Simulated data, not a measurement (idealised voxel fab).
The process module presented herein is designated voxel tone inversion.
It is cross-section cut that appears here, measuring 265 nm in width, its square cells being 5 nm in size.
Bands, listed from the top down, are how a cross-section gets written in this document; the cross-section itself is a grid of square cells, and a band is one or more rows of them.
Each band's line starts with the height of the band's top and of its bottom, in nm. Then come its materials from left to right, each with its width in nm. One material with "all across" fills the band from edge to edge. "air" is empty space.
It should be noted that heights are counted from 0, beneath which the wafer as supplied is of one material throughout, and that the lowest band possesses no lower boundary but continues downward, as written in "top 0, no bottom".
Width spec "30 to 40" -> top row of cells at first value, bottom row at second value, equal per-row change in between.
Where the words "remains unaltered" appear for a step, the cross-section shows no cell changed by that step; every cell remained as before.
Empty spaces counting at least 8 cells and having no open way to the top are listed in "Enclosed cavities". The notation width x height at distance is used for each, the distance being from the left edge and all three values in nm.
Step line, after settings: the simulator's comment on this step.
"overlay nm" denotes, for a step that has a mask, the displacement of the mask to the right of its planned place, with negative values corresponding to the left.

Planned process steps:
1: RECEIVE with material Si
2: CONFORMAL_DEP with material SiCN, thk nm 10
3: DIRECTIONAL_DEP with material polySi, thk nm 25
4: PATTERN with tone cover, mask id POSTS, material resist, width nm 25, pitch nm 40, thk nm 35, overlay nm 0
5: DIRECTIONAL_ETCH with etch materials polySi, depth nm 25
6: STRIP with etch materials resist
7: FILL_DEP with material SiO2, thk nm 10
8: CMP with height nm 35
9: STRIP with etch materials polySi

First of two wafers, processed according to plan:

Shown in cross-section is the wafer as received, that is, as it stands after step 1:
	top 0, no bottom = Si all across
	Enclosed cavities: none

Sectional view: wafer, after step 2:
	top 10, bottom 0 = SiCN all across
	For the remainder of the cross-section, below 0, there is no change.

Sectional view: wafer, after step 3:
	top 35, bottom 10 = polySi all across
	For the remainder of the cross-section, below 10, there is no change.

Sectional view: wafer, after step 4:
	top 70, bottom 35 = air 80, then resist 25, then air 15, then resist 25, then air 15, then resist 25, then air 80
	For the remainder of the cross-section, below 35, there is no change.

Sectional view: wafer, after step 5:
	top 70, bottom 35 = air 80, then resist 25, then air 15, then resist 25, then air 15, then resist 25, then air 80
	top 35, bottom 10 = air 80, then polySi 25, then air 15, then polySi 25, then air 15, then polySi 25, then air 80
	For the remainder of the cross-section, below 10, there is no change.

Sectional view: wafer, after step 6:
	top 35, bottom 10 = air 80, then polySi 25, then air 15, then polySi 25, then air 15, then polySi 25, then air 80
	For the remainder of the cross-section, below 10, there is no change.

Sectional view: wafer, after step 7:
	top 45, bottom 35 = SiO2 all across
	top 35, bottom 10 = SiO2 80, then polySi 25, then SiO2 15, then polySi 25, then SiO2 15, then polySi 25, then SiO2 80
	For the remainder of the cross-section, below 10, there is no change.

Sectional view: wafer, after step 8:
	top 35, bottom 10 = SiO2 80, then polySi 25, then SiO2 15, then polySi 25, then SiO2 15, then polySi 25, then SiO2 80
	For the remainder of the cross-section, below 10, there is no change.

Sectional view: wafer, after step 9:
	top 35, bottom 10 = SiO2 80, then air 25, then SiO2 15, then air 25, then SiO2 15, then air 25, then SiO2 80
	For the remainder of the cross-section, below 10, there is no change.

The Second Wafer: Common Origin and Plan, One Mistake in Execution, Identical to the First Through Step 1:

Here is the second wafer in cross-section at the point where step 2 of the plan should have been done:
	top 25, bottom 0 = polySi all across
	For the remainder of the cross-section, below 0, there is no change.

Here is the second wafer in cross-section at the point where step 3 of the plan should have been done:
	top 35, bottom 25 = SiCN all across
	For the remainder of the cross-section, below 25, there is no change.

Here is the second wafer in cross-section at the point where step 4 of the plan should have been done:
	top 70, bottom 35 = air 80, then resist 25, then air 15, then resist 25, then air 15, then resist 25, then air 80
	For the remainder of the cross-section, below 35, there is no change.

Here is the second wafer in cross-section at the point where step 5 of the plan should have been done: remains unaltered

Here is the second wafer in cross-section at the point where step 6 of the plan should have been done:
	top 35, bottom 25 = SiCN all across
	For the remainder of the cross-section, below 25, there is no change.

Here is the second wafer in cross-section at the point where step 7 of the plan should have been done:
	top 45, bottom 35 = SiO2 all across
	For the remainder of the cross-section, below 35, there is no change.

Here is the second wafer in cross-section at the point where step 8 of the plan should have been done:
	top 35, bottom 25 = SiCN all across
	For the remainder of the cross-section, below 25, there is no change.

Here is the second wafer in cross-section at the point where step 9 of the plan should have been done: remains unaltered
Diagnosis: steps 2 and 3 of the plan were each performed in the slot designated for the other
Final difference in cells, second wafer against first, listed per material as more or fewer: -190 SiO2, +265 polySi
